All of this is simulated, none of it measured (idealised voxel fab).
Process module in this document: voxel lift off
The width of the displayed cross-section, cut, is 300 nm; its cells are square, with a size of 5 nm.
Format of a cross-section: grid, square cells. Given as bands. Order: top down. Band: one or more rows of cells.
Look at the band entry: it leads with the top's height and the bottom's height in nm. Then it lists the materials left to right, with a width in nm for each. The word "throughout" on a single material says that material fills the band edge to edge. The word "air" is empty space.
Ref level 0: as-received wafer is one material below here. Bottom band extends down with no lower bound ("0..down").
The notation "30..40" denotes a width that varies across the rows of cells in the band, beginning at the first number in the top row, finishing at the second number in the bottom row, and changing by an identical amount from each row to the next.
Step note "no change occurred" = no cross-section cell changed.
"Completely sealed voids": sealed empty spaces, 8 cells or more, no open way to top, listed width x height at distance, with distance from the left edge and width, height and distance in nm.
Past the settings on a step's line: simulator remark, on that step.
overlay nm: mask right of planned place by this much (step with mask). Neg. = left.
Every pair from here on: before one process step, after it. The after cross-section reaches only to the lowest band that changed. Below the pair: the step in between and its settings. Pairs can belong to different runs of this module on the same starting wafer; a pair carries on from the pair above only if the entry headed "Before the step" says so.

BEFORE THE STEP
- 0..down | Si throughout
- Completely sealed voids: none

POST-PROCESS VIEW
- 10..0 | SiN throughout
- For the remainder of the cross-section, below 0, there is no change.
- Completely sealed voids: none
Between before and after above, the operation and settings are op CONFORMAL_DEP | material SiN | thk nm 10

Before the step: For the state before this step, see the after cross-section of the pair located directly above.

POST-PROCESS VIEW
- 25..10 | resist 45 nm, then air 30 nm, then resist 30 nm, then air 30 nm, then resist 30 nm, then air 30 nm, then resist 30 nm, then air 30 nm, then resist 45 nm
- For the remainder of the cross-section, below 10, there is no change.
- Completely sealed voids: none
Between before and after above, the operation and settings are op PATTERN | tone open | mask id LINES | material resist | width nm 30 | pitch nm 60 | thk nm 15 | overlay nm 0

Before the step: For the state before this step, see the after cross-section of the pair located directly above.

POST-PROCESS VIEW
- 30..25 | Ru 45 nm, then air 30 nm, then Ru 30 nm, then air 30 nm, then Ru 30 nm, then air 30 nm, then Ru 30 nm, then air 30 nm, then Ru 45 nm
- 25..15 | resist 45 nm, then air 30 nm, then resist 30 nm, then air 30 nm, then resist 30 nm, then air 30 nm, then resist 30 nm, then air 30 nm, then resist 45 nm
- 15..10 | resist 45 nm, then Ru 30 nm, then resist 30 nm, then Ru 30 nm, then resist 30 nm, then Ru 30 nm, then resist 30 nm, then Ru 30 nm, then resist 45 nm
- For the remainder of the cross-section, below 10, there is no change.
- Completely sealed voids: none
Between before and after above, the operation and settings are op DIRECTIONAL_DEP | material Ru | thk nm 5

Before the step: For the state before this step, see the after cross-section of the pair located directly above.

POST-PROCESS VIEW
- 15..10 | air 45 nm, then Ru 30 nm, then air 30 nm, then Ru 30 nm, then air 30 nm, then Ru 30 nm, then air 30 nm, then Ru 30 nm, then air 45 nm
- For the remainder of the cross-section, below 10, there is no change.
- Completely sealed voids: none
Between before and after above, the operation and settings are op STRIP | etch materials resist

Before the step: For the state before this step, see the after cross-section of the pair located directly above.

POST-PROCESS VIEW
- 20..15 | air 40 nm, then SiN 40 nm, then air 20 nm, then SiN 40 nm, then air 20 nm, then SiN 40 nm, then air 20 nm, then SiN 40 nm, then air 40 nm
- 15..10 | SiN 45 nm, then Ru 30 nm, then SiN 30 nm, then Ru 30 nm, then SiN 30 nm, then Ru 30 nm, then SiN 30 nm, then Ru 30 nm, then SiN 45 nm
- For the remainder of the cross-section, below 10, there is no change.
- Completely sealed voids: none
Between before and after above, the operation and settings are op CONFORMAL_DEP | material SiN | thk nm 5

BEFORE THE STEP
- 25..10 | resist 45 nm, then air 30 nm, then resist 30 nm, then air 30 nm, then resist 30 nm, then air 30 nm, then resist 30 nm, then air 30 nm, then resist 45 nm
- 10..0 | SiN throughout
- 0..down | Si throughout
- Completely sealed voids: none

POST-PROCESS VIEW
- 10..0 | SiN throughout
- For the remainder of the cross-section, below 0, there is no change.
- Completely sealed voids: none
Between before and after above, the operation and settings are op STRIP | etch materials resist

Before the step: For the state before this step, see the after cross-section of the pair located directly above.

POST-PROCESS VIEW
- 15..0 | SiN throughout
- For the remainder of the cross-section, below 0, there is no change.
- Completely sealed voids: none
Between before and after above, the operation and settings are op CONFORMAL_DEP | material SiN | thk nm 5

BEFORE THE STEP
- 0..down | Si throughout
- Completely sealed voids: none

POST-PROCESS VIEW
- 15..0 | SiN throughout
- For the remainder of the cross-section, below 0, there is no change.
- Completely sealed voids: none
Between before and after above, the operation and settings are op CONFORMAL_DEP | material SiN | thk nm 15

Before the step: For the state before this step, see the after cross-section of the pair located directly above.

POST-PROCESS VIEW
- 30..15 | resist 45 nm, then air 30 nm, then resist 30 nm, then air 30 nm, then resist 30 nm, then air 30 nm, then resist 30 nm, then air 30 nm, then resist 45 nm
- For the remainder of the cross-section, below 15, there is no change.
- Completely sealed voids: none
Between before and after above, the operation and settings are op PATTERN | tone open | mask id LINES | material resist | width nm 30 | pitch nm 60 | thk nm 15 | overlay nm 0

Before the step: For the state before this step, see the after cross-section of the pair located directly above.

POST-PROCESS VIEW
- 35..30 | Ru 45 nm, then air 30 nm, then Ru 30 nm, then air 30 nm, then Ru 30 nm, then air 30 nm, then Ru 30 nm, then air 30 nm, then Ru 45 nm
- 30..20 | resist 45 nm, then air 30 nm, then resist 30 nm, then air 30 nm, then resist 30 nm, then air 30 nm, then resist 30 nm, then air 30 nm, then resist 45 nm
- 20..15 | resist 45 nm, then Ru 30 nm, then resist 30 nm, then Ru 30 nm, then resist 30 nm, then Ru 30 nm, then resist 30 nm, then Ru 30 nm, then resist 45 nm
- For the remainder of the cross-section, below 15, there is no change.
- Completely sealed voids: none
Between before and after above, the operation and settings are op DIRECTIONAL_DEP | material Ru | thk nm 5

Before the step: For the state before this step, see the after cross-section of the pair located directly above.

POST-PROCESS VIEW
- 20..15 | air 45 nm, then Ru 30 nm, then air 30 nm, then Ru 30 nm, then air 30 nm, then Ru 30 nm, then air 30 nm, then Ru 30 nm, then air 45 nm
- For the remainder of the cross-section, below 15, there is no change.
- Completely sealed voids: none
Between before and after above, the operation and settings are op STRIP | etch materials resist

Before the step: For the state before this step, see the after cross-section of the pair located directly above.

POST-PROCESS VIEW
- 25..20 | air 40 nm, then SiN 40 nm, then air 20 nm, then SiN 40 nm, then air 20 nm, then SiN 40 nm, then air 20 nm, then SiN 40 nm, then air 40 nm
- 20..15 | SiN 45 nm, then Ru 30 nm, then SiN 30 nm, then Ru 30 nm, then SiN 30 nm, then Ru 30 nm, then SiN 30 nm, then Ru 30 nm, then SiN 45 nm
- For the remainder of the cross-section, below 15, there is no change.
- Completely sealed voids: none
Between before and after above, the operation and settings are op CONFORMAL_DEP | material SiN | thk nm 5

BEFORE THE STEP
- 10..0 | SiN throughout
- 0..down | Si throughout
- Completely sealed voids: none

POST-PROCESS VIEW
- 25..10 | resist 50 nm, then air 25 nm, then resist 35 nm, then air 25 nm, then resist 35 nm, then air 25 nm, then resist 35 nm, then air 25 nm, then resist 45 nm
- For the remainder of the cross-section, below 10, there is no change.
- Completely sealed voids: none
Between before and after above, the operation and settings are op PATTERN | tone open | mask id LINES | material resist | width nm 25 | pitch nm 60 | thk nm 15 | overlay nm 0

Before the step: For the state before this step, see the after cross-section of the pair located directly above.

POST-PROCESS VIEW
- 30..25 | Ru 50 nm, then air 25 nm, then Ru 35 nm, then air 25 nm, then Ru 35 nm, then air 25 nm, then Ru 35 nm, then air 25 nm, then Ru 45 nm
- 25..15 | resist 50 nm, then air 25 nm, then resist 35 nm, then air 25 nm, then resist 35 nm, then air 25 nm, then resist 35 nm, then air 25 nm, then resist 45 nm
- 15..10 | resist 50 nm, then Ru 25 nm, then resist 35 nm, then Ru 25 nm, then resist 35 nm, then Ru 25 nm, then resist 35 nm, then Ru 25 nm, then resist 45 nm
- For the remainder of the cross-section, below 10, there is no change.
- Completely sealed voids: none
Between before and after above, the operation and settings are op DIRECTIONAL_DEP | material Ru | thk nm 5

Before the step: For the state before this step, see the after cross-section of the pair located directly above.

POST-PROCESS VIEW
- 15..10 | air 50 nm, then Ru 25 nm, then air 35 nm, then Ru 25 nm, then air 35 nm, then Ru 25 nm, then air 35 nm, then Ru 25 nm, then air 45 nm
- For the remainder of the cross-section, below 10, there is no change.
- Completely sealed voids: none
Between before and after above, the operation and settings are op STRIP | etch materials resist

Before the step: For the state before this step, see the after cross-section of the pair located directly above.

POST-PROCESS VIEW
- 20..15 | air 45 nm, then SiN 35 nm, then air 25 nm, then SiN 35 nm, then air 25 nm, then SiN 35 nm, then air 25 nm, then SiN 35 nm, then air 40 nm
- 15..10 | SiN 50 nm, then Ru 25 nm, then SiN 35 nm, then Ru 25 nm, then SiN 35 nm, then Ru 25 nm, then SiN 35 nm, then Ru 25 nm, then SiN 45 nm
- For the remainder of the cross-section, below 10, there is no change.
- Completely sealed voids: none
Between before and after above, the operation and settings are op CONFORMAL_DEP | material SiN | thk nm 5

BEFORE THE STEP
- 10..0 | SiN throughout
- 0..down | Si throughout
- Completely sealed voids: none

POST-PROCESS VIEW
- 25..10 | resist 40 nm, then air 30 nm, then resist 30 nm, then air 30 nm, then resist 30 nm, then air 30 nm, then resist 30 nm, then air 30 nm, then resist 50 nm
- For the remainder of the cross-section, below 10, there is no change.
- Completely sealed voids: none
Between before and after above, the operation and settings are op PATTERN | tone open | mask id LINES | material resist | width nm 30 | pitch nm 60 | thk nm 15 | overlay nm -5

Before the step: For the state before this step, see the after cross-section of the pair located directly above.

POST-PROCESS VIEW
- 30..25 | Ru 40 nm, then air 30 nm, then Ru 30 nm, then air 30 nm, then Ru 30 nm, then air 30 nm, then Ru 30 nm, then air 30 nm, then Ru 50 nm
- 25..15 | resist 40 nm, then air 30 nm, then resist 30 nm, then air 30 nm, then resist 30 nm, then air 30 nm, then resist 30 nm, then air 30 nm, then resist 50 nm
- 15..10 | resist 40 nm, then Ru 30 nm, then resist 30 nm, then Ru 30 nm, then resist 30 nm, then Ru 30 nm, then resist 30 nm, then Ru 30 nm, then resist 50 nm
- For the remainder of the cross-section, below 10, there is no change.
- Completely sealed voids: none
Between before and after above, the operation and settings are op DIRECTIONAL_DEP | material Ru | thk nm 5

Before the step: For the state before this step, see the after cross-section of the pair located directly above.

POST-PROCESS VIEW
- 15..10 | air 40 nm, then Ru 30 nm, then air 30 nm, then Ru 30 nm, then air 30 nm, then Ru 30 nm, then air 30 nm, then Ru 30 nm, then air 50 nm
- For the remainder of the cross-section, below 10, there is no change.
- Completely sealed voids: none
Between before and after above, the operation and settings are op STRIP | etch materials resist

Before the step: For the state before this step, see the after cross-section of the pair located directly above.

POST-PROCESS VIEW
- 20..15 | air 35 nm, then SiN 40 nm, then air 20 nm, then SiN 40 nm, then air 20 nm, then SiN 40 nm, then air 20 nm, then SiN 40 nm, then air 45 nm
- 15..10 | SiN 40 nm, then Ru 30 nm, then SiN 30 nm, then Ru 30 nm, then SiN 30 nm, then Ru 30 nm, then SiN 30 nm, then Ru 30 nm, then SiN 50 nm
- For the remainder of the cross-section, below 10, there is no change.
- Completely sealed voids: none
Between before and after above, the operation and settings are op CONFORMAL_DEP | material SiN | thk nm 5

BEFORE THE STEP
- 0..down | Si throughout
- Completely sealed voids: none

POST-PROCESS VIEW
- 10..0 | Ru throughout
- For the remainder of the cross-section, below 0, there is no change.
- Completely sealed voids: none
Between before and after above, the operation and settings are op CONFORMAL_DEP | material Ru | thk nm 10

Before the step: For the state before this step, see the after cross-section of the pair located directly above.

POST-PROCESS VIEW
- 25..10 | resist 45 nm, then air 30 nm, then resist 30 nm, then air 30 nm, then resist 30 nm, then air 30 nm, then resist 30 nm, then air 30 nm, then resist 45 nm
- For the remainder of the cross-section, below 10, there is no change.
- Completely sealed voids: none
Between before and after above, the operation and settings are op PATTERN | tone open | mask id LINES | material resist | width nm 30 | pitch nm 60 | thk nm 15 | overlay nm 0

Before the step: For the state before this step, see the after cross-section of the pair located directly above.

POST-PROCESS VIEW
- 30..25 | Ru 45 nm, then air 30 nm, then Ru 30 nm, then air 30 nm, then Ru 30 nm, then air 30 nm, then Ru 30 nm, then air 30 nm, then Ru 45 nm
- 25..15 | resist 45 nm, then air 30 nm, then resist 30 nm, then air 30 nm, then resist 30 nm, then air 30 nm, then resist 30 nm, then air 30 nm, then resist 45 nm
- 15..10 | resist 45 nm, then Ru 30 nm, then resist 30 nm, then Ru 30 nm, then resist 30 nm, then Ru 30 nm, then resist 30 nm, then Ru 30 nm, then resist 45 nm
- For the remainder of the cross-section, below 10, there is no change.
- Completely sealed voids: none
Between before and after above, the operation and settings are op DIRECTIONAL_DEP | material Ru | thk nm 5

Before the step: For the state before this step, see the after cross-section of the pair located directly above.

POST-PROCESS VIEW
- 15..10 | air 45 nm, then Ru 30 nm, then air 30 nm, then Ru 30 nm, then air 30 nm, then Ru 30 nm, then air 30 nm, then Ru 30 nm, then air 45 nm
- For the remainder of the cross-section, below 10, there is no change.
- Completely sealed voids: none
Between before and after above, the operation and settings are op STRIP | etch materials resist

Before the step: For the state before this step, see the after cross-section of the pair located directly above.

POST-PROCESS VIEW
- 20..15 | air 40 nm, then SiN 40 nm, then air 20 nm, then SiN 40 nm, then air 20 nm, then SiN 40 nm, then air 20 nm, then SiN 40 nm, then air 40 nm
- 15..10 | SiN 45 nm, then Ru 30 nm, then SiN 30 nm, then Ru 30 nm, then SiN 30 nm, then Ru 30 nm, then SiN 30 nm, then Ru 30 nm, then SiN 45 nm
- For the remainder of the cross-section, below 10, there is no change.
- Completely sealed voids: none
Between before and after above, the operation and settings are op CONFORMAL_DEP | material SiN | thk nm 5

BEFORE THE STEP
- 10..0 | SiN throughout
- 0..down | Si throughout
- Completely sealed voids: none

POST-PROCESS VIEW
- 25..10 | air 45 nm, then resist 30 nm, then air 30 nm, then resist 30 nm, then air 30 nm, then resist 30 nm, then air 30 nm, then resist 30 nm, then air 45 nm
- For the remainder of the cross-section, below 10, there is no change.
- Completely sealed voids: none
Between before and after above, the operation and settings are op PATTERN | tone cover | mask id LINES | material resist | width nm 30 | pitch nm 60 | thk nm 15 | overlay nm 0

Before the step: For the state before this step, see the after cross-section of the pair located directly above.

POST-PROCESS VIEW
- 30..25 | air 45 nm, then Ru 30 nm, then air 30 nm, then Ru 30 nm, then air 30 nm, then Ru 30 nm, then air 30 nm, then Ru 30 nm, then air 45 nm
- 25..15 | air 45 nm, then resist 30 nm, then air 30 nm, then resist 30 nm, then air 30 nm, then resist 30 nm, then air 30 nm, then resist 30 nm, then air 45 nm
- 15..10 | Ru 45 nm, then resist 30 nm, then Ru 30 nm, then resist 30 nm, then Ru 30 nm, then resist 30 nm, then Ru 30 nm, then resist 30 nm, then Ru 45 nm
- For the remainder of the cross-section, below 10, there is no change.
- Completely sealed voids: none
Between before and after above, the operation and settings are op DIRECTIONAL_DEP | material Ru | thk nm 5

Before the step: For the state before this step, see the after cross-section of the pair located directly above.

POST-PROCESS VIEW
- 15..10 | Ru 45 nm, then air 30 nm, then Ru 30 nm, then air 30 nm, then Ru 30 nm, then air 30 nm, then Ru 30 nm, then air 30 nm, then Ru 45 nm
- For the remainder of the cross-section, below 10, there is no change.
- Completely sealed voids: none
Between before and after above, the operation and settings are op STRIP | etch materials resist

Before the step: For the state before this step, see the after cross-section of the pair located directly above.

POST-PROCESS VIEW
- 20..15 | SiN 50 nm, then air 20 nm, then SiN 40 nm, then air 20 nm, then SiN 40 nm, then air 20 nm, then SiN 40 nm, then air 20 nm, then SiN 50 nm
- 15..10 | Ru 45 nm, then SiN 30 nm, then Ru 30 nm, then SiN 30 nm, then Ru 30 nm, then SiN 30 nm, then Ru 30 nm, then SiN 30 nm, then Ru 45 nm
- For the remainder of the cross-section, below 10, there is no change.
- Completely sealed voids: none
Between before and after above, the operation and settings are op CONFORMAL_DEP | material SiN | thk nm 5
